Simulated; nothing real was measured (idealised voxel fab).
The following is a process module called voxel self aligned contacts.
Displayed cross-section: cut, width of 295 nm, square cells sized 5 nm.
Cross-section = grid of square cells, listed top down in bands; band = one or more rows.
Band: top height; bottom height; in nm. Then, left to right: material with width in nm, for each material. "all across": a single material spanning edge to edge. "empty": empty space.
Basically, 0 is our baseline, since under it the wafer straight out of the box is all one material. The bottom band has no lower end and keeps on going down, so it looks like "0 and below".
Top row gets the first number, bottom row gets the second, and each row in between changes by the same step: that is how a band width like "30 to 40" works.
Reading "nothing was modified" for a step: not a cell of the cross-section changed in it.
Entry "Cavities, sealed". Content: empty spaces with no open connection to the top, size 8 cells or greater. Each: width x height at distance. Distance: from left edge. Unit: nm.
If you see something after the settings on a step's line, that's the simulator's own remark about that step.
overlay nm: on a step with a mask, how far right of its planned place the mask lay; negative means left.
Structure of the following material. The material consists of pairs of cross-sections. Each pair comprises the cross-section before one process step and the cross-section after that step, the latter shown only down to the lowest band that changed. The step between the cross-sections is specified beneath each pair, including its settings. Pairs are not necessarily consecutive: they may derive from different runs of this module performed on the same starting wafer. Continuity with the pair above is to be assumed only where the entry headed "Pre-step profile" of the pair in question states it.

# Pre-step profile
> 0 and below | Si all across
> Cavities, sealed: none

# After the Step
> 0 down to -5 | SiO2 all across
> Below -5, the layers are the same as they were.
> Cavities, sealed: none
Quick note on the step between the two cross-sections above: op OXIDIZE | depth nm 5

Pre-step profile: just use the after drawing of the pair above as your starting point.

# After the Step
> 30 down to 0 | polySi all across
> Below 0, the layers are the same as they were.
> Cavities, sealed: none
Quick note on the step between the two cross-sections above: op DIRECTIONAL_DEP | material polySi | thk nm 30

Pre-step profile: just use the after drawing of the pair above as your starting point.

# After the Step
> 50 down to 30 | SiN all across
> Below 30, the layers are the same as they were.
> Cavities, sealed: none
Quick note on the step between the two cross-sections above: op DIRECTIONAL_DEP | material SiN | thk nm 20

Pre-step profile: just use the after drawing of the pair above as your starting point.

# After the Step
> 65 down to 50 | 100 nm empty / 30 nm resist / 35 nm empty / 30 nm resist / 100 nm empty
> Below 50, the layers are the same as they were.
> Cavities, sealed: none
Quick note on the step between the two cross-sections above: op PATTERN | tone cover | mask id GATE | material resist | width nm 30 | pitch nm 65 | thk nm 15 | overlay nm 0

Pre-step profile: just use the after drawing of the pair above as your starting point.

# After the Step
> 65 down to 50 | 100 nm empty / 30 nm resist / 35 nm empty / 30 nm resist / 100 nm empty
> 50 down to 30 | 100 nm empty / 30 nm SiN / 35 nm empty / 30 nm SiN / 100 nm empty
> Below 30, the layers are the same as they were.
> Cavities, sealed: none
Quick note on the step between the two cross-sections above: op DIRECTIONAL_ETCH | etch materials SiN | depth nm 20

Pre-step profile: just use the after drawing of the pair above as your starting point.

# After the Step
> 65 down to 50 | 100 nm empty / 30 nm resist / 35 nm empty / 30 nm resist / 100 nm empty
> 50 down to 30 | 100 nm empty / 30 nm SiN / 35 nm empty / 30 nm SiN / 100 nm empty
> 30 down to 0 | 100 nm empty / 30 nm polySi / 35 nm empty / 30 nm polySi / 100 nm empty
> Below 0, the layers are the same as they were.
> Cavities, sealed: none
Quick note on the step between the two cross-sections above: op DIRECTIONAL_ETCH | etch materials polySi | depth nm 30

Pre-step profile: just use the after drawing of the pair above as your starting point.

# After the Step
> 50 down to 30 | 100 nm empty / 30 nm SiN / 35 nm empty / 30 nm SiN / 100 nm empty
> Below 30, the layers are the same as they were.
> Cavities, sealed: none
Quick note on the step between the two cross-sections above: op STRIP | etch materials resist

Pre-step profile: just use the after drawing of the pair above as your starting point.

# After the Step
> 55 down to 30 | 95 nm empty / 40 nm SiN / 25 nm empty / 40 nm SiN / 95 nm empty
> 30 down to 5 | 95 nm empty / 5 nm SiN / 30 nm polySi / 5 nm SiN / 25 nm empty / 5 nm SiN / 30 nm polySi / 5 nm SiN / 95 nm empty
> 5 down to 0 | 100 nm SiN / 30 nm polySi / 35 nm SiN / 30 nm polySi / 100 nm SiN
> Below 0, the layers are the same as they were.
> Cavities, sealed: none
Quick note on the step between the two cross-sections above: op CONFORMAL_DEP | material SiN | thk nm 5

Pre-step profile: just use the after drawing of the pair above as your starting point.

# After the Step
> 50 down to 30 | 95 nm empty / 40 nm SiN / 25 nm empty / 40 nm SiN / 95 nm empty
> 30 down to 0 | 95 nm empty / 5 nm SiN / 30 nm polySi / 5 nm SiN / 25 nm empty / 5 nm SiN / 30 nm polySi / 5 nm SiN / 95 nm empty
> Below 0, the layers are the same as they were.
> Cavities, sealed: none
Quick note on the step between the two cross-sections above: op DIRECTIONAL_ETCH | etch materials SiN | depth nm 5

Pre-step profile: just use the after drawing of the pair above as your starting point.

# After the Step
> 65 down to 50 | SiO2 all across
> 50 down to 30 | 95 nm SiO2 / 40 nm SiN / 25 nm SiO2 / 40 nm SiN / 95 nm SiO2
> 30 down to 0 | 95 nm SiO2 / 5 nm SiN / 30 nm polySi / 5 nm SiN / 25 nm SiO2 / 5 nm SiN / 30 nm polySi / 5 nm SiN / 95 nm SiO2
> Below 0, the layers are the same as they were.
> Cavities, sealed: none
Quick note on the step between the two cross-sections above: op FILL_DEP | material SiO2 | thk nm 15

Pre-step profile: just use the after drawing of the pair above as your starting point.

# After the Step
> 60 down to 50 | SiO2 all across
> Below 50, the layers are the same as they were.
> Cavities, sealed: none
Quick note on the step between the two cross-sections above: op CMP | height nm 60

Pre-step profile: just use the after drawing of the pair above as your starting point.

# After the Step
> 80 down to 60 | 125 nm resist / 45 nm empty / 125 nm resist
> Below 60, the layers are the same as they were.
> Cavities, sealed: none
Quick note on the step between the two cross-sections above: op PATTERN | tone open | mask id CONTACT | material resist | width nm 45 | thk nm 20 | overlay nm 0

Pre-step profile: just use the after drawing of the pair above as your starting point.

# After the Step
> 80 down to 60 | 125 nm resist / 45 nm empty / 125 nm resist
> 60 down to 50 | 125 nm SiO2 / 45 nm empty / 125 nm SiO2
> 50 down to 30 | 95 nm SiO2 / 40 nm SiN / 25 nm empty / 40 nm SiN / 95 nm SiO2
> 30 down to 0 | 95 nm SiO2 / 5 nm SiN / 30 nm polySi / 5 nm SiN / 25 nm empty / 5 nm SiN / 30 nm polySi / 5 nm SiN / 95 nm SiO2
> 0 down to -5 | 135 nm SiO2 / 25 nm empty / 135 nm SiO2
> Below -5, the layers are the same as they were.
> Cavities, sealed: none
Quick note on the step between the two cross-sections above: op DIRECTIONAL_ETCH | etch materials SiO2 | depth nm 65

Pre-step profile: just use the after drawing of the pair above as your starting point.

# After the Step
> 60 down to 50 | 125 nm SiO2 / 45 nm empty / 125 nm SiO2
> Below 50, the layers are the same as they were.
> Cavities, sealed: none
Quick note on the step between the two cross-sections above: op STRIP | etch materials resist

Pre-step profile: just use the after drawing of the pair above as your starting point.

# After the Step
> 65 down to 60 | 130 nm TiN / 35 nm empty / 130 nm TiN
> 60 down to 50 | 125 nm SiO2 / 5 to 15 nm TiN / 35 to 15 nm empty / 5 to 15 nm TiN / 125 nm SiO2
> 50 down to 30 | 95 nm SiO2 / 40 nm SiN / 5 nm TiN / 15 nm empty / 5 nm TiN / 40 nm SiN / 95 nm SiO2
> 30 down to 0 | 95 nm SiO2 / 5 nm SiN / 30 nm polySi / 5 nm SiN / 5 nm TiN / 15 nm empty / 5 nm TiN / 5 nm SiN / 30 nm polySi / 5 nm SiN / 95 nm SiO2
> 0 down to -5 | 135 nm SiO2 / 25 nm TiN / 135 nm SiO2
> Below -5, the layers are the same as they were.
> Cavities, sealed: none
Quick note on the step between the two cross-sections above: op CONFORMAL_DEP | material TiN | thk nm 5

Pre-step profile: just use the after drawing of the pair above as your starting point.

# After the Step
> 75 down to 65 | Ru all across
> 65 down to 60 | 130 nm TiN / 35 nm Ru / 130 nm TiN
> 60 down to 50 | 125 nm SiO2 / 5 to 15 nm TiN / 35 to 15 nm Ru / 5 to 15 nm TiN / 125 nm SiO2
> 50 down to 30 | 95 nm SiO2 / 40 nm SiN / 5 nm TiN / 15 nm Ru / 5 nm TiN / 40 nm SiN / 95 nm SiO2
> 30 down to 0 | 95 nm SiO2 / 5 nm SiN / 30 nm polySi / 5 nm SiN / 5 nm TiN / 15 nm Ru / 5 nm TiN / 5 nm SiN / 30 nm polySi / 5 nm SiN / 95 nm SiO2
> Below 0, the layers are the same as they were.
> Cavities, sealed: none
Quick note on the step between the two cross-sections above: op FILL_DEP | material Ru | thk nm 10

Pre-step profile: just use the after drawing of the pair above as your starting point.

# After the Step
> 60 down to 50 | 125 nm SiO2 / 5 to 15 nm TiN / 35 to 15 nm Ru / 5 to 15 nm TiN / 125 nm SiO2
> Below 50, the layers are the same as they were.
> Cavities, sealed: none
Quick note on the step between the two cross-sections above: op CMP | height nm 60

Pre-step profile: just use the after drawing of the pair above as your starting point.

# After the Step
> 65 down to 60 | SiCN all across
> Below 60, the layers are the same as they were.
> Cavities, sealed: none
Quick note on the step between the two cross-sections above: op CONFORMAL_DEP | material SiCN | thk nm 5

# Pre-step profile
> 75 down to 65 | Ru all across
> 65 down to 60 | 130 nm TiN / 35 nm Ru / 130 nm TiN
> 60 down to 50 | 125 nm SiO2 / 5 to 15 nm TiN / 35 to 15 nm Ru / 5 to 15 nm TiN / 125 nm SiO2
> 50 down to 30 | 95 nm SiO2 / 40 nm SiN / 5 nm TiN / 15 nm Ru / 5 nm TiN / 40 nm SiN / 95 nm SiO2
> 30 down to 0 | 95 nm SiO2 / 5 nm SiN / 30 nm polySi / 5 nm SiN / 5 nm TiN / 15 nm Ru / 5 nm TiN / 5 nm SiN / 30 nm polySi / 5 nm SiN / 95 nm SiO2
> 0 down to -5 | 135 nm SiO2 / 25 nm TiN / 135 nm SiO2
> -5 and below | Si all across
> Cavities, sealed: none

# After the Step
> 80 down to 75 | SiCN all across
> Below 75, the layers are the same as they were.
> Cavities, sealed: none
Quick note on the step between the two cross-sections above: op CONFORMAL_DEP | material SiCN | thk nm 5

# Pre-step profile
> 30 down to 0 | polySi all across
> 0 down to -5 | SiO2 all across
> -5 and below | Si all across
> Cavities, sealed: none

# After the Step
> 60 down to 0 | polySi all across
> Below 0, the layers are the same as they were.
> Cavities, sealed: none
Quick note on the step between the two cross-sections above: op DIRECTIONAL_DEP | material polySi | thk nm 30

Pre-step profile: just use the after drawing of the pair above as your starting point.

# After the Step
> 80 down to 60 | SiN all across
> Below 60, the layers are the same as they were.
> Cavities, sealed: none
Quick note on the step between the two cross-sections above: op DIRECTIONAL_DEP | material SiN | thk nm 20

Pre-step profile: just use the after drawing of the pair above as your starting point.

# After the Step
> 95 down to 80 | 100 nm empty / 30 nm resist / 35 nm empty / 30 nm resist / 100 nm empty
> Below 80, the layers are the same as they were.
> Cavities, sealed: none
Quick note on the step between the two cross-sections above: op PATTERN | tone cover | mask id GATE | material resist | width nm 30 | pitch nm 65 | thk nm 15 | overlay nm 0

Pre-step profile: just use the after drawing of the pair above as your starting point.

# After the Step
> 95 down to 80 | 100 nm empty / 30 nm resist / 35 nm empty / 30 nm resist / 100 nm empty
> 80 down to 60 | 100 nm empty / 30 nm SiN / 35 nm empty / 30 nm SiN / 100 nm empty
> Below 60, the layers are the same as they were.
> Cavities, sealed: none
Quick note on the step between the two cross-sections above: op DIRECTIONAL_ETCH | etch materials SiN | depth nm 20

Pre-step profile: just use the after drawing of the pair above as your starting point.

# After the Step
> 95 down to 80 | 100 nm empty / 30 nm resist / 35 nm empty / 30 nm resist / 100 nm empty
> 80 down to 60 | 100 nm empty / 30 nm SiN / 35 nm empty / 30 nm SiN / 100 nm empty
> 60 down to 30 | 100 nm empty / 30 nm polySi / 35 nm empty / 30 nm polySi / 100 nm empty
> Below 30, the layers are the same as they were.
> Cavities, sealed: none
Quick note on the step between the two cross-sections above: op DIRECTIONAL_ETCH | etch materials polySi | depth nm 30

Pre-step profile: just use the after drawing of the pair above as your starting point.

# After the Step
> 80 down to 60 | 100 nm empty / 30 nm SiN / 35 nm empty / 30 nm SiN / 100 nm empty
> Below 60, the layers are the same as they were.
> Cavities, sealed: none
Quick note on the step between the two cross-sections above: op STRIP | etch materials resist

Pre-step profile: just use the after drawing of the pair above as your starting point.

# After the Step
> 85 down to 60 | 95 nm empty / 40 nm SiN / 25 nm empty / 40 nm SiN / 95 nm empty
> 60 down to 35 | 95 nm empty / 5 nm SiN / 30 nm polySi / 5 nm SiN / 25 nm empty / 5 nm SiN / 30 nm polySi / 5 nm SiN / 95 nm empty
> 35 down to 30 | 100 nm SiN / 30 nm polySi / 35 nm SiN / 30 nm polySi / 100 nm SiN
> Below 30, the layers are the same as they were.
> Cavities, sealed: none
Quick note on the step between the two cross-sections above: op CONFORMAL_DEP | material SiN | thk nm 5

Pre-step profile: just use the after drawing of the pair above as your starting point.

# After the Step
> 80 down to 60 | 95 nm empty / 40 nm SiN / 25 nm empty / 40 nm SiN / 95 nm empty
> 60 down to 30 | 95 nm empty / 5 nm SiN / 30 nm polySi / 5 nm SiN / 25 nm empty / 5 nm SiN / 30 nm polySi / 5 nm SiN / 95 nm empty
> Below 30, the layers are the same as they were.
> Cavities, sealed: none
Quick note on the step between the two cross-sections above: op DIRECTIONAL_ETCH | etch materials SiN | depth nm 5

Pre-step profile: just use the after drawing of the pair above as your starting point.

# After the Step
> 95 down to 80 | SiO2 all across
> 80 down to 60 | 95 nm SiO2 / 40 nm SiN / 25 nm SiO2 / 40 nm SiN / 95 nm SiO2
> 60 down to 30 | 95 nm SiO2 / 5 nm SiN / 30 nm polySi / 5 nm SiN / 25 nm SiO2 / 5 nm SiN / 30 nm polySi / 5 nm SiN / 95 nm SiO2
> Below 30, the layers are the same as they were.
> Cavities, sealed: none
Quick note on the step between the two cross-sections above: op FILL_DEP | material SiO2 | thk nm 15

Pre-step profile: just use the after drawing of the pair above as your starting point.

# After the Step
> 60 down to 30 | 95 nm SiO2 / 5 nm SiN / 30 nm polySi / 5 nm SiN / 25 nm SiO2 / 5 nm SiN / 30 nm polySi / 5 nm SiN / 95 nm SiO2
> Below 30, the layers are the same as they were.
> Cavities, sealed: none
Quick note on the step between the two cross-sections above: op CMP | height nm 60

Pre-step profile: just use the after drawing of the pair above as your starting point.

# After the Step
> 80 down to 60 | 125 nm resist / 45 nm empty / 125 nm resist
> Below 60, the layers are the same as they were.
> Cavities, sealed: none
Quick note on the step between the two cross-sections above: op PATTERN | tone open | mask id CONTACT | material resist | width nm 45 | thk nm 20 | overlay nm 0

Pre-step profile: just use the after drawing of the pair above as your starting point.

# After the Step
> 80 down to 60 | 125 nm resist / 45 nm empty / 125 nm resist
> 60 down to 30 | 95 nm SiO2 / 5 nm SiN / 30 nm polySi / 5 nm SiN / 25 nm empty / 5 nm SiN / 30 nm polySi / 5 nm SiN / 95 nm SiO2
> Below 30, the layers are the same as they were.
> Cavities, sealed: none
Quick note on the step between the two cross-sections above: op DIRECTIONAL_ETCH | etch materials SiO2 | depth nm 65

Pre-step profile: just use the after drawing of the pair above as your starting point.

# After the Step
> 60 down to 30 | 95 nm SiO2 / 5 nm SiN / 30 nm polySi / 5 nm SiN / 25 nm empty / 5 nm SiN / 30 nm polySi / 5 nm SiN / 95 nm SiO2
> Below 30, the layers are the same as they were.
> Cavities, sealed: none
Quick note on the step between the two cross-sections above: op STRIP | etch materials resist

Pre-step profile: just use the after drawing of the pair above as your starting point.

# After the Step
> 65 down to 60 | 140 nm TiN / 15 nm empty / 140 nm TiN
> 60 down to 35 | 95 nm SiO2 / 5 nm SiN / 30 nm polySi / 5 nm SiN / 5 nm TiN / 15 nm empty / 5 nm TiN / 5 nm SiN / 30 nm polySi / 5 nm SiN / 95 nm SiO2
> 35 down to 30 | 95 nm SiO2 / 5 nm SiN / 30 nm polySi / 5 nm SiN / 25 nm TiN / 5 nm SiN / 30 nm polySi / 5 nm SiN / 95 nm SiO2
> Below 30, the layers are the same as they were.
> Cavities, sealed: none
Quick note on the step between the two cross-sections above: op CONFORMAL_DEP | material TiN | thk nm 5

Pre-step profile: just use the after drawing of the pair above as your starting point.

# After the Step
> 75 down to 65 | Ru all across
> 65 down to 60 | 140 nm TiN / 15 nm Ru / 140 nm TiN
> 60 down to 35 | 95 nm SiO2 / 5 nm SiN / 30 nm polySi / 5 nm SiN / 5 nm TiN / 15 nm Ru / 5 nm TiN / 5 nm SiN / 30 nm polySi / 5 nm SiN / 95 nm SiO2
> Below 35, the layers are the same as they were.
> Cavities, sealed: none
Quick note on the step between the two cross-sections above: op FILL_DEP | material Ru | thk nm 10

Pre-step profile: just use the after drawing of the pair above as your starting point.

# After the Step
> 60 down to 35 | 95 nm SiO2 / 5 nm SiN / 30 nm polySi / 5 nm SiN / 5 nm TiN / 15 nm Ru / 5 nm TiN / 5 nm SiN / 30 nm polySi / 5 nm SiN / 95 nm SiO2
> Below 35, the layers are the same as they were.
> Cavities, sealed: none
Quick note on the step between the two cross-sections above: op CMP | height nm 60

Pre-step profile: just use the after drawing of the pair above as your starting point.

# After the Step
> 65 down to 60 | SiCN all across
> Below 60, the layers are the same as they were.
> Cavities, sealed: none
Quick note on the step between the two cross-sections above: op CONFORMAL_DEP | material SiCN | thk nm 5

# Pre-step profile
> 0 and below | Si all across
> Cavities, sealed: none

# After the Step
> 30 down to 0 | polySi all across
> Below 0, the layers are the same as they were.
> Cavities, sealed: none
Quick note on the step between the two cross-sections above: op DIRECTIONAL_DEP | material polySi | thk nm 30

Pre-step profile: just use the after drawing of the pair above as your starting point.

# After the Step
> 30 down to 25 | SiO2 all across
> Below 25, the layers are the same as they were.
> Cavities, sealed: none
Quick note on the step between the two cross-sections above: op OXIDIZE | depth nm 5

Pre-step profile: just use the after drawing of the pair above as your starting point.

# After the Step
> 50 down to 30 | SiN all across
> Below 30, the layers are the same as they were.
> Cavities, sealed: none
Quick note on the step between the two cross-sections above: op DIRECTIONAL_DEP | material SiN | thk nm 20

Pre-step profile: just use the after drawing of the pair above as your starting point.

# After the Step
> 65 down to 50 | 100 nm empty / 30 nm resist / 35 nm empty / 30 nm resist / 100 nm empty
> Below 50, the layers are the same as they were.
> Cavities, sealed: none
Quick note on the step between the two cross-sections above: op PATTERN | tone cover | mask id GATE | material resist | width nm 30 | pitch nm 65 | thk nm 15 | overlay nm 0

Pre-step profile: just use the after drawing of the pair above as your starting point.

# After the Step
> 65 down to 50 | 100 nm empty / 30 nm resist / 35 nm empty / 30 nm resist / 100 nm empty
> 50 down to 30 | 100 nm empty / 30 nm SiN / 35 nm empty / 30 nm SiN / 100 nm empty
> Below 30, the layers are the same as they were.
> Cavities, sealed: none
Quick note on the step between the two cross-sections above: op DIRECTIONAL_ETCH | etch materials SiN | depth nm 20

Pre-step profile: just use the after drawing of the pair above as your starting point.

# After the Step
> 50 down to 30 | 100 nm empty / 30 nm SiN / 35 nm empty / 30 nm SiN / 100 nm empty
> Below 30, the layers are the same as they were.
> Cavities, sealed: none
Quick note on the step between the two cross-sections above: op STRIP | etch materials resist

Pre-step profile: just use the after drawing of the pair above as your starting point.

# After the Step
> 55 down to 35 | 95 nm empty / 40 nm SiN / 25 nm empty / 40 nm SiN / 95 nm empty
> 35 down to 30 | SiN all across
> Below 30, the layers are the same as they were.
> Cavities, sealed: none
Quick note on the step between the two cross-sections above: op CONFORMAL_DEP | material SiN | thk nm 5

Pre-step profile: just use the after drawing of the pair above as your starting point.

# After the Step
> 50 down to 30 | 95 nm empty / 40 nm SiN / 25 nm empty / 40 nm SiN / 95 nm empty
> Below 30, the layers are the same as they were.
> Cavities, sealed: none
Quick note on the step between the two cross-sections above: op DIRECTIONAL_ETCH | etch materials SiN | depth nm 5

Pre-step profile: just use the after drawing of the pair above as your starting point.

# After the Step
> 65 down to 50 | SiO2 all across
> 50 down to 30 | 95 nm SiO2 / 40 nm SiN / 25 nm SiO2 / 40 nm SiN / 95 nm SiO2
> Below 30, the layers are the same as they were.
> Cavities, sealed: none
Quick note on the step between the two cross-sections above: op FILL_DEP | material SiO2 | thk nm 15

Pre-step profile: just use the after drawing of the pair above as your starting point.

# After the Step
> 60 down to 50 | SiO2 all across
> Below 50, the layers are the same as they were.
> Cavities, sealed: none
Quick note on the step between the two cross-sections above: op CMP | height nm 60

Pre-step profile: just use the after drawing of the pair above as your starting point.

# After the Step
> 80 down to 60 | 125 nm resist / 45 nm empty / 125 nm resist
> Below 60, the layers are the same as they were.
> Cavities, sealed: none
Quick note on the step between the two cross-sections above: op PATTERN | tone open | mask id CONTACT | material resist | width nm 45 | thk nm 20 | overlay nm 0

Pre-step profile: just use the after drawing of the pair above as your starting point.

# After the Step
> 80 down to 60 | 125 nm resist / 45 nm empty / 125 nm resist
> 60 down to 50 | 125 nm SiO2 / 45 nm empty / 125 nm SiO2
> 50 down to 30 | 95 nm SiO2 / 40 nm SiN / 25 nm empty / 40 nm SiN / 95 nm SiO2
> 30 down to 25 | 135 nm SiO2 / 25 nm empty / 135 nm SiO2
> Below 25, the layers are the same as they were.
> Cavities, sealed: none
Quick note on the step between the two cross-sections above: op DIRECTIONAL_ETCH | etch materials SiO2 | depth nm 65

Pre-step profile: just use the after drawing of the pair above as your starting point.

# After the Step
> 60 down to 50 | 125 nm SiO2 / 45 nm empty / 125 nm SiO2
> Below 50, the layers are the same as they were.
> Cavities, sealed: none
Quick note on the step between the two cross-sections above: op STRIP | etch materials resist

Pre-step profile: just use the after drawing of the pair above as your starting point.

# After the Step
> 65 down to 60 | 130 nm TiN / 35 nm empty / 130 nm TiN
> 60 down to 50 | 125 nm SiO2 / 5 to 15 nm TiN / 35 to 15 nm empty / 5 to 15 nm TiN / 125 nm SiO2
> 50 down to 30 | 95 nm SiO2 / 40 nm SiN / 5 nm TiN / 15 nm empty / 5 nm TiN / 40 nm SiN / 95 nm SiO2
> 30 down to 25 | 135 nm SiO2 / 25 nm TiN / 135 nm SiO2
> Below 25, the layers are the same as they were.
> Cavities, sealed: none
Quick note on the step between the two cross-sections above: op CONFORMAL_DEP | material TiN | thk nm 5

Pre-step profile: just use the after drawing of the pair above as your starting point.

# After the Step
> 75 down to 65 | Ru all across
> 65 down to 60 | 130 nm TiN / 35 nm Ru / 130 nm TiN
> 60 down to 50 | 125 nm SiO2 / 5 to 15 nm TiN / 35 to 15 nm Ru / 5 to 15 nm TiN / 125 nm SiO2
> 50 down to 30 | 95 nm SiO2 / 40 nm SiN / 5 nm TiN / 15 nm Ru / 5 nm TiN / 40 nm SiN / 95 nm SiO2
> Below 30, the layers are the same as they were.
> Cavities, sealed: none
Quick note on the step between the two cross-sections above: op FILL_DEP | material Ru | thk nm 10

Pre-step profile: just use the after drawing of the pair above as your starting point.

# After the Step
> 60 down to 50 | 125 nm SiO2 / 5 to 15 nm TiN / 35 to 15 nm Ru / 5 to 15 nm TiN / 125 nm SiO2
> Below 50, the layers are the same as they were.
> Cavities, sealed: none
Quick note on the step between the two cross-sections above: op CMP | height nm 60

Pre-step profile: just use the after drawing of the pair above as your starting point.

# After the Step
> 65 down to 60 | SiCN all across
> Below 60, the layers are the same as they were.
> Cavities, sealed: none
Quick note on the step between the two cross-sections above: op CONFORMAL_DEP | material SiCN | thk nm 5

# Pre-step profile
> 50 down to 30 | 100 nm empty / 30 nm SiN / 35 nm empty / 30 nm SiN / 100 nm empty
> 30 down to 0 | 100 nm empty / 30 nm polySi / 35 nm empty / 30 nm polySi / 100 nm empty
> 0 down to -5 | SiO2 all across
> -5 and below | Si all across
> Cavities, sealed: none

# After the Step
> 65 down to 30 | 85 nm empty / 60 nm SiN / 5 nm empty / 60 nm SiN / 85 nm empty
> 30 down to 15 | 85 nm empty / 15 nm SiN / 30 nm polySi / 15 nm SiN / 5 nm empty / 15 nm SiN / 30 nm polySi / 15 nm SiN / 85 nm empty
> 15 down to 0 | 100 nm SiN / 30 nm polySi / 35 nm SiN / 30 nm polySi / 100 nm SiN
> Below 0, the layers are the same as they were.
> Cavities, sealed: none
Quick note on the step between the two cross-sections above: op CONFORMAL_DEP | material SiN | thk nm 15

Pre-step profile: just use the after drawing of the pair above as your starting point.

# After the Step
> 60 down to 30 | 85 nm empty / 60 nm SiN / 5 nm empty / 60 nm SiN / 85 nm empty
> 30 down to 10 | 85 nm empty / 15 nm SiN / 30 nm polySi / 15 nm SiN / 5 nm empty / 15 nm SiN / 30 nm polySi / 15 nm SiN / 85 nm empty
> Below 10, the layers are the same as they were.
> Cavities, sealed: none
Quick note on the step between the two cross-sections above: op DIRECTIONAL_ETCH | etch materials SiN | depth nm 5

Pre-step profile: just use the after drawing of the pair above as your starting point.

# After the Step
> 75 down to 60 | SiO2 all across
> 60 down to 30 | 85 nm SiO2 / 60 nm SiN / 5 nm SiO2 / 60 nm SiN / 85 nm SiO2
> 30 down to 10 | 85 nm SiO2 / 15 nm SiN / 30 nm polySi / 15 nm SiN / 5 nm SiO2 / 15 nm SiN / 30 nm polySi / 15 nm SiN / 85 nm SiO2
> Below 10, the layers are the same as they were.
> Cavities, sealed: none
Quick note on the step between the two cross-sections above: op FILL_DEP | material SiO2 | thk nm 15

Pre-step profile: just use the after drawing of the pair above as your starting point.

# After the Step
> 60 down to 30 | 85 nm SiO2 / 60 nm SiN / 5 nm SiO2 / 60 nm SiN / 85 nm SiO2
> Below 30, the layers are the same as they were.
> Cavities, sealed: none
Quick note on the step between the two cross-sections above: op CMP | height nm 60

Pre-step profile: just use the after drawing of the pair above as your starting point.

# After the Step
> 80 down to 60 | 125 nm resist / 45 nm empty / 125 nm resist
> Below 60, the layers are the same as they were.
> Cavities, sealed: none
Quick note on the step between the two cross-sections above: op PATTERN | tone open | mask id CONTACT | material resist | width nm 45 | thk nm 20 | overlay nm 0

Pre-step profile: just use the after drawing of the pair above as your starting point.

# After the Step
> 80 down to 60 | 125 nm resist / 45 nm empty / 125 nm resist
> 60 down to 30 | 85 nm SiO2 / 60 nm SiN / 5 nm empty / 60 nm SiN / 85 nm SiO2
> 30 down to 10 | 85 nm SiO2 / 15 nm SiN / 30 nm polySi / 15 nm SiN / 5 nm empty / 15 nm SiN / 30 nm polySi / 15 nm SiN / 85 nm SiO2
> Below 10, the layers are the same as they were.
> Cavities, sealed: none
Quick note on the step between the two cross-sections above: op DIRECTIONAL_ETCH | etch materials SiO2 | depth nm 65

Pre-step profile: just use the after drawing of the pair above as your starting point.

# After the Step
> 60 down to 30 | 85 nm SiO2 / 60 nm SiN / 5 nm empty / 60 nm SiN / 85 nm SiO2
> Below 30, the layers are the same as they were.
> Cavities, sealed: none
Quick note on the step between the two cross-sections above: op STRIP | etch materials resist

Pre-step profile: just use the after drawing of the pair above as your starting point.

# After the Step
> 65 down to 60 | TiN all across
> 60 down to 30 | 85 nm SiO2 / 60 nm SiN / 5 nm TiN / 60 nm SiN / 85 nm SiO2
> 30 down to 10 | 85 nm SiO2 / 15 nm SiN / 30 nm polySi / 15 nm SiN / 5 nm TiN / 15 nm SiN / 30 nm polySi / 15 nm SiN / 85 nm SiO2
> Below 10, the layers are the same as they were.
> Cavities, sealed: none
Quick note on the step between the two cross-sections above: op CONFORMAL_DEP | material TiN | thk nm 5

Pre-step profile: just use the after drawing of the pair above as your starting point.

# After the Step
> 75 down to 65 | Ru all across
> Below 65, the layers are the same as they were.
> Cavities, sealed: none
Quick note on the step between the two cross-sections above: op FILL_DEP | material Ru | thk nm 10

Pre-step profile: just use the after drawing of the pair above as your starting point.

# After the Step
> 60 down to 30 | 85 nm SiO2 / 60 nm SiN / 5 nm TiN / 60 nm SiN / 85 nm SiO2
> Below 30, the layers are the same as they were.
> Cavities, sealed: none
Quick note on the step between the two cross-sections above: op CMP | height nm 60

Pre-step profile: just use the after drawing of the pair above as your starting point.

# After the Step
> 65 down to 60 | SiCN all across
> Below 60, the layers are the same as they were.
> Cavities, sealed: none
Quick note on the step between the two cross-sections above: op CONFORMAL_DEP | material SiCN | thk nm 5

# Pre-step profile
> 60 down to 50 | SiO2 all across
> 50 down to 30 | 95 nm SiO2 / 40 nm SiN / 25 nm SiO2 / 40 nm SiN / 95 nm SiO2
> 30 down to 0 | 95 nm SiO2 / 5 nm SiN / 30 nm polySi / 5 nm SiN / 25 nm SiO2 / 5 nm SiN / 30 nm polySi / 5 nm SiN / 95 nm SiO2
> 0 down to -5 | SiO2 all across
> -5 and below | Si all across
> Cavities, sealed: none

# After the Step
> 80 down to 60 | 130 nm resist / 35 nm empty / 130 nm resist
> Below 60, the layers are the same as they were.
> Cavities, sealed: none
Quick note on the step between the two cross-sections above: op PATTERN | tone open | mask id CONTACT | material resist | width nm 35 | thk nm 20 | overlay nm 0

Pre-step profile: just use the after drawing of the pair above as your starting point.

# After the Step
> 80 down to 60 | 130 nm resist / 35 nm empty / 130 nm resist
> 60 down to 50 | 130 nm SiO2 / 35 nm empty / 130 nm SiO2
> 50 down to 30 | 95 nm SiO2 / 40 nm SiN / 25 nm empty / 40 nm SiN / 95 nm SiO2
> 30 down to 0 | 95 nm SiO2 / 5 nm SiN / 30 nm polySi / 5 nm SiN / 25 nm empty / 5 nm SiN / 30 nm polySi / 5 nm SiN / 95 nm SiO2
> 0 down to -5 | 135 nm SiO2 / 25 nm empty / 135 nm SiO2
> Below -5, the layers are the same as they were.
> Cavities, sealed: none
Quick note on the step between the two cross-sections above: op DIRECTIONAL_ETCH | etch materials SiO2 | depth nm 65

Pre-step profile: just use the after drawing of the pair above as your starting point.

# After the Step
> 60 down to 50 | 130 nm SiO2 / 35 nm empty / 130 nm SiO2
> Below 50, the layers are the same as they were.
> Cavities, sealed: none
Quick note on the step between the two cross-sections above: op STRIP | etch materials resist
